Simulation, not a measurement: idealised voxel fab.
process module | voxel self aligned vias
cross-section cut | 230 nm wide | cells 5 nm
A cross-section is a grid of square cells, given in bands from the top down. A band is one or more rows of cells.
Each band's line starts with the height of the band's top and of its bottom, in nm. Then come its materials from left to right, each with its width in nm. One material with "throughout" fills the band from edge to edge. "air" is empty space.
Height 0 is the level under which the wafer as received is all one material. The lowest band goes on downwards, as in "0 down".
A width such as "30 to 40" changes by the same amount from each row of cells to the next, from the band's top row to its bottom row.
"no change" after a step means that no cell of the cross-section changed.
closed voids: empty space of 8 cells or more with no open way to the top, each as width x height at its distance from the left edge, in nm
after a step's settings: what the simulator itself notes on the step
overlay nm, on a step with a mask: how far to the right of its planned place the mask lay; to the left if negative
plan
1 op RECEIVE | material Si
2 op CONFORMAL_DEP | material SiO2 | thk nm 15
3 op CONFORMAL_DEP | material SiCN | thk nm 5
4 op DIRECTIONAL_DEP | material lowk | thk nm 20
5 op MASKED_ETCH | tone open | mask id LINES | width nm 30 | pitch nm 55 | etch materials lowk | depth nm 20 | overlay nm 0
6 op CONFORMAL_DEP | material TiN | thk nm 5
7 op FILL_DEP | material W | thk nm 10
8 op CMP | height nm 40
9 op SELECTIVE_ETCH | etch materials W Ru TiN | depth nm 5
10 op FILL_DEP | material SiN | thk nm 10
11 op CMP | height nm 40
12 op DIRECTIONAL_DEP | material lowk | thk nm 20
13 op DIRECTIONAL_DEP | material aC | thk nm 15
14 op PATTERN | tone open | mask id VIAS | material resist | width nm 40 | thk nm 30 | overlay nm 0
15 op DIRECTIONAL_ETCH | etch materials aC | depth nm 15
16 op STRIP | etch materials resist
17 op DIRECTIONAL_ETCH | etch materials lowk | depth nm 20
18 op DIRECTIONAL_ETCH | etch materials SiN | depth nm 5
19 op STRIP | etch materials aC
20 op CONFORMAL_DEP | material TiN | thk nm 5
21 op FILL_DEP | material W | thk nm 10
22 op CMP | height nm 60
23 op CONFORMAL_DEP | material SiN | thk nm 5
first wafer, as planned
as received, after step 1
  0 down: Si throughout
  closed voids: none
after step 2
  15 to 0: SiO2 throughout
  below 0: unchanged
after step 3
  20 to 15: SiCN throughout
  below 15: unchanged
after step 4
  40 to 20: lowk throughout
  below 20: unchanged
after step 5
  40 to 20: lowk 70 | air 30 | lowk 25 | air 30 | lowk 75
  below 20: unchanged
after step 6
  45 to 40: TiN 75 | air 20 | TiN 35 | air 20 | TiN 80
  40 to 25: lowk 70 | TiN 5 | air 20 | TiN 5 | lowk 25 | TiN 5 | air 20 | TiN 5 | lowk 75
  25 to 20: lowk 70 | TiN 30 | lowk 25 | TiN 30 | lowk 75
  below 20: unchanged
after step 7
  55 to 45: W throughout
  45 to 40: TiN 75 | W 20 | TiN 35 | W 20 | TiN 80
  40 to 25: lowk 70 | TiN 5 | W 20 | TiN 5 | lowk 25 | TiN 5 | W 20 | TiN 5 | lowk 75
  below 25: unchanged
after step 8
  40 to 25: lowk 70 | TiN 5 | W 20 | TiN 5 | lowk 25 | TiN 5 | W 20 | TiN 5 | lowk 75
  below 25: unchanged
after step 9
  40 to 35: lowk 70 | air 30 | lowk 25 | air 30 | lowk 75
  below 35: unchanged
after step 10
  50 to 40: SiN throughout
  40 to 35: lowk 70 | SiN 30 | lowk 25 | SiN 30 | lowk 75
  below 35: unchanged
after step 11
  40 to 35: lowk 70 | SiN 30 | lowk 25 | SiN 30 | lowk 75
  below 35: unchanged
after step 12
  60 to 40: lowk throughout
  below 40: unchanged
after step 13
  75 to 60: aC throughout
  below 60: unchanged
after step 14
  105 to 75: resist 65 | air 40 | resist 125
  below 75: unchanged
after step 15
  90 to 75: resist 65 | air 40 | resist 125
  75 to 60: aC 65 | air 40 | aC 125
  below 60: unchanged
after step 16
  75 to 60: aC 65 | air 40 | aC 125
  below 60: unchanged
after step 17
  75 to 60: aC 65 | air 40 | aC 125
  60 to 40: lowk 65 | air 40 | lowk 125
  below 40: unchanged
after step 18
  75 to 60: aC 65 | air 40 | aC 125
  60 to 40: lowk 65 | air 40 | lowk 125
  40 to 35: lowk 70 | air 30 | lowk 25 | SiN 30 | lowk 75
  below 35: unchanged
after step 19
  60 to 40: lowk 65 | air 40 | lowk 125
  below 40: unchanged
after step 20
  65 to 60: TiN 70 | air 30 | TiN 130
  60 to 45: lowk 65 | TiN 5 | air 30 | TiN 5 | lowk 125
  45 to 40: lowk 65 | TiN 10 | air 20 | TiN 10 | lowk 125
  40 to 35: lowk 70 | TiN 30 | lowk 25 | SiN 30 | lowk 75
  below 35: unchanged
after step 21
  75 to 65: W throughout
  65 to 60: TiN 70 | W 30 | TiN 130
  60 to 45: lowk 65 | TiN 5 | W 30 | TiN 5 | lowk 125
  45 to 40: lowk 65 | TiN 10 | W 20 | TiN 10 | lowk 125
  below 40: unchanged
after step 22
  60 to 45: lowk 65 | TiN 5 | W 30 | TiN 5 | lowk 125
  below 45: unchanged
after step 23
  65 to 60: SiN throughout
  below 60: unchanged
second wafer: like start, like plan, one mistake. Through step 13 it matches the first wafer
when step 14 should have ended
  105 to 75: resist 70 | air 40 | resist 120
  below 75: unchanged
when step 15 should have ended
  90 to 75: resist 70 | air 40 | resist 120
  75 to 60: aC 70 | air 40 | aC 120
  below 60: unchanged
when step 16 should have ended
  75 to 60: aC 70 | air 40 | aC 120
  below 60: unchanged
when step 17 should have ended
  75 to 60: aC 70 | air 40 | aC 120
  60 to 40: lowk 70 | air 40 | lowk 120
  below 40: unchanged
when step 18 should have ended
  75 to 60: aC 70 | air 40 | aC 120
  60 to 40: lowk 70 | air 40 | lowk 120
  40 to 35: lowk 70 | air 30 | lowk 25 | SiN 30 | lowk 75
  below 35: unchanged
when step 19 should have ended
  60 to 40: lowk 70 | air 40 | lowk 120
  below 40: unchanged
when step 20 should have ended
  65 to 60: TiN 75 | air 30 | TiN 125
  60 to 45: lowk 70 | TiN 5 | air 30 | TiN 5 | lowk 120
  45 to 40: lowk 70 | TiN 5 | air 20 | TiN 15 | lowk 120
  40 to 35: lowk 70 | TiN 30 | lowk 25 | SiN 30 | lowk 75
  below 35: unchanged
when step 21 should have ended
  75 to 65: W throughout
  65 to 60: TiN 75 | W 30 | TiN 125
  60 to 45: lowk 70 | TiN 5 | W 30 | TiN 5 | lowk 120
  45 to 40: lowk 70 | TiN 5 | W 20 | TiN 15 | lowk 120
  below 40: unchanged
when step 22 should have ended
  60 to 45: lowk 70 | TiN 5 | W 30 | TiN 5 | lowk 120
  below 45: unchanged
when step 23 should have ended
  65 to 60: SiN throughout
  below 60: unchanged
what went wrong: step 14 ran as: op PATTERN | tone open | mask id VIAS | material resist | width nm 40 | thk nm 30 | overlay nm 5
at the end the second wafer has, in cells: as many of each material as the first, in other places
